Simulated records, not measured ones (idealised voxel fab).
process module | voxel transistor to metal
cross-section cut | 205 nm wide | cells 5 nm
A cross-section is a grid of square cells, given in bands from the top down. A band is one or more rows of cells.
Each band's line starts with the height of the band's top and of its bottom, in nm. Then come its materials from left to right, each with its width in nm. One material with "throughout" fills the band from edge to edge. "air" is empty space.
Height 0 is the level under which the wafer as received is all one material. The lowest band goes on downwards, as in "0 down".
A width such as "30 to 40" changes by the same amount from each row of cells to the next, from the band's top row to its bottom row.
"no change" after a step means that no cell of the cross-section changed.
closed voids: empty space of 8 cells or more with no open way to the top, each as width x height at its distance from the left edge, in nm
after a step's settings: what the simulator itself notes on the step
overlay nm, on a step with a mask: how far to the right of its planned place the mask lay; to the left if negative
plan
1 op RECEIVE | material Si
2 op CONFORMAL_DEP | material SiO2 | thk nm 5
3 op CONFORMAL_DEP | material SiN | thk nm 15
4 op MASKED_ETCH | tone cover | mask id ACTIVE | width nm 95 | etch materials SiN | depth nm 15 | overlay nm 0
5 op MASKED_ETCH | tone cover | mask id ACTIVE | width nm 95 | etch materials SiO2 | depth nm 5 | overlay nm 0
6 op MASKED_ETCH | tone cover | mask id ACTIVE | width nm 95 | etch materials Si | depth nm 25 | overlay nm 0
7 op FILL_DEP | material SiO2 | thk nm 15
8 op CMP | height nm 20
9 op SELECTIVE_ETCH | etch materials SiO2 | depth nm 15
10 op STRIP | etch materials SiN
11 op SELECTIVE_ETCH | etch materials SiO2 | depth nm 5
12 op OXIDIZE | depth nm 5
13 op DIRECTIONAL_DEP | material polySi | thk nm 30
14 op DIRECTIONAL_DEP | material SiCN | thk nm 15
15 op DIRECTIONAL_DEP | material aC | thk nm 15
16 op PATTERN | tone cover | mask id GATE | material resist | width nm 15 | thk nm 35 | overlay nm 0
17 op DIRECTIONAL_ETCH | etch materials aC | depth nm 15
18 op STRIP | etch materials resist
19 op DIRECTIONAL_ETCH | etch materials SiCN | depth nm 25
20 op DIRECTIONAL_ETCH | etch materials polySi | depth nm 40
21 op STRIP | etch materials aC
22 op CONFORMAL_DEP | material SiN | thk nm 5
23 op DIRECTIONAL_ETCH | etch materials SiN | depth nm 5
24 op DIRECTIONAL_ETCH | etch materials SiO2 | depth nm 5
25 op DIRECTIONAL_ETCH | etch materials Si | depth nm 15
26 op EPI | material pSi | thk nm 20
27 op FILL_DEP | material SiO2 | thk nm 5
28 op CMP | height nm 45
29 op DIRECTIONAL_DEP | material SiO2 | thk nm 15
30 op PATTERN | tone open | mask id CONTACT | material resist | width nm 20 | pitch nm 65 | thk nm 15 | overlay nm 0
31 op DIRECTIONAL_ETCH | etch materials SiO2 | depth nm 60
32 op STRIP | etch materials resist
33 op CONFORMAL_DEP | material TiN | thk nm 5
34 op FILL_DEP | material W | thk nm 10
35 op CMP | height nm 60
36 op CONFORMAL_DEP | material SiCN | thk nm 5
37 op DIRECTIONAL_DEP | material lowk | thk nm 20
38 op MASKED_ETCH | tone open | mask id METAL_1 | width nm 20 | pitch nm 65 | etch materials lowk | depth nm 20 | overlay nm 0
39 op MASKED_ETCH | tone open | mask id METAL_1 | width nm 20 | pitch nm 65 | etch materials SiCN | depth nm 5 | overlay nm 0
40 op CONFORMAL_DEP | material TiN | thk nm 5
41 op FILL_DEP | material Cu | thk nm 5
42 op CMP | height nm 85
43 op CONFORMAL_DEP | material SiCN | thk nm 5
44 op DIRECTIONAL_DEP | material SiO2 | thk nm 30
45 op PATTERN | tone open | mask id METAL_2_HOLES | material resist | width nm 15 | pitch nm 65 | thk nm 15 | overlay nm 0
46 op DIRECTIONAL_ETCH | etch materials SiO2 | depth nm 30
47 op STRIP | etch materials resist
48 op MASKED_ETCH | tone open | mask id METAL_2 | width nm 20 | pitch nm 65 | etch materials SiO2 | depth nm 15 | overlay nm 0
49 op MASKED_ETCH | tone open | mask id METAL_2 | width nm 20 | pitch nm 65 | etch materials SiCN | depth nm 5 | overlay nm 0
50 op CONFORMAL_DEP | material TiN | thk nm 5
51 op FILL_DEP | material Cu | thk nm 10
52 op CMP | height nm 120
53 op CONFORMAL_DEP | material SiCN | thk nm 5
as received, after step 1
  0 down: Si throughout
  closed voids: none
first wafer at the end, as planned
  125 to 120: SiCN throughout
  120 to 110: SiO2 60 | TiN 5 | Cu 10 | TiN 5 | SiO2 45 | TiN 5 | Cu 10 | TiN 5 | SiO2 60
  110 to 105: SiO2 60 | TiN 5 | Cu 5 | TiN 10 | SiO2 45 | TiN 5 | Cu 5 | TiN 10 | SiO2 60
  105 to 90: SiO2 60 | TiN 5 | Cu 5 | TiN 5 | SiO2 50 | TiN 5 | Cu 5 | TiN 5 | SiO2 65
  90 to 85: SiCN 60 | TiN 15 | SiCN 50 | TiN 15 | SiCN 65
  85 to 65: lowk 60 | TiN 5 | Cu 10 | TiN 5 | lowk 45 | TiN 5 | Cu 10 | TiN 5 | lowk 60
  65 to 60: SiCN 60 | TiN 20 | SiCN 45 | TiN 20 | SiCN 60
  60 to 45: SiO2 60 | TiN 5 | W 10 | TiN 5 | SiO2 45 | TiN 5 | W 10 | TiN 5 | SiO2 60
  45 to 30: SiO2 60 | TiN 5 | W 10 | TiN 5 | SiO2 10 | SiN 5 | SiCN 15 | SiN 5 | SiO2 10 | TiN 5 | W 10 | TiN 5 | SiO2 60
  30 to 20: SiO2 60 | TiN 5 | W 10 | TiN 5 | SiO2 10 | SiN 5 | polySi 15 | SiN 5 | SiO2 10 | TiN 5 | W 10 | TiN 5 | SiO2 60
  20 to 15: SiO2 60 | TiN 20 | SiO2 10 | SiN 5 | polySi 15 | SiN 5 | SiO2 10 | TiN 20 | SiO2 60
  15 to 0: SiO2 60 | TiN 10 | pSi 20 | SiN 5 | polySi 15 | SiN 5 | pSi 20 | TiN 10 | SiO2 60
  0 to -5: SiO2 50 | pSi 40 | SiO2 25 | pSi 40 | SiO2 50
  -5 to -20: SiO2 55 | pSi 35 | Si 25 | pSi 35 | SiO2 55
  -20 to -25: SiO2 55 | Si 95 | SiO2 55
  -25 down: Si throughout
  closed voids: none
second wafer at the end: like start, like plan, one mistake
  125 to 120: SiCN throughout
  120 to 110: SiO2 60 | TiN 5 | Cu 10 | TiN 5 | SiO2 45 | TiN 5 | Cu 10 | TiN 5 | SiO2 60
  110 to 105: SiO2 60 | TiN 5 | Cu 5 | TiN 10 | SiO2 45 | TiN 5 | Cu 5 | TiN 10 | SiO2 60
  105 to 90: SiO2 60 | TiN 5 | Cu 5 | TiN 5 | SiO2 50 | TiN 5 | Cu 5 | TiN 5 | SiO2 65
  90 to 85: SiCN 60 | TiN 15 | SiCN 50 | TiN 15 | SiCN 65
  85 to 65: lowk 60 | TiN 5 | Cu 10 | TiN 5 | lowk 45 | TiN 5 | Cu 10 | TiN 5 | lowk 60
  65 to 60: SiCN 60 | TiN 20 | SiCN 45 | TiN 20 | SiCN 60
  60 to 45: SiO2 60 | TiN 5 | W 10 | TiN 5 | SiO2 45 | TiN 5 | W 10 | TiN 5 | SiO2 60
  45 to 30: SiO2 60 | TiN 5 | W 10 | TiN 5 | SiO2 10 | SiN 5 | SiCN 15 | SiN 5 | SiO2 10 | TiN 5 | W 10 | TiN 5 | SiO2 60
  30 to 20: SiO2 60 | TiN 5 | W 10 | TiN 5 | SiO2 10 | SiN 5 | polySi 15 | SiN 5 | SiO2 10 | TiN 5 | W 10 | TiN 5 | SiO2 60
  20 to 15: SiO2 60 | TiN 20 | SiO2 10 | SiN 5 | polySi 15 | SiN 5 | SiO2 10 | TiN 20 | SiO2 60
  15 to 0: SiO2 60 | TiN 10 | pSi 20 | SiN 5 | polySi 15 | SiN 5 | pSi 20 | TiN 10 | SiO2 60
  0 to -5: SiO2 35 | SiN 5 | SiO2 10 | SiN 5 | pSi 35 | SiO2 25 | pSi 35 | SiN 5 | SiO2 10 | SiN 5 | SiO2 35
  -5 to -15: SiO2 35 | SiN 5 | SiO2 10 | SiN 5 | SiO2 5 | pSi 30 | Si 25 | pSi 30 | SiO2 5 | SiN 5 | SiO2 10 | SiN 5 | SiO2 35
  -15 to -20: SiO2 60 | pSi 30 | Si 25 | pSi 30 | SiO2 60
  -20 to -25: SiO2 55 | Si 95 | SiO2 55
  -25 down: Si throughout
  closed voids: none
what went wrong: steps 9 and 10 were swapped
at the end the second wafer has, in cells: 12 more of SiN | 4 fewer of SiO2 | 8 fewer of pSi
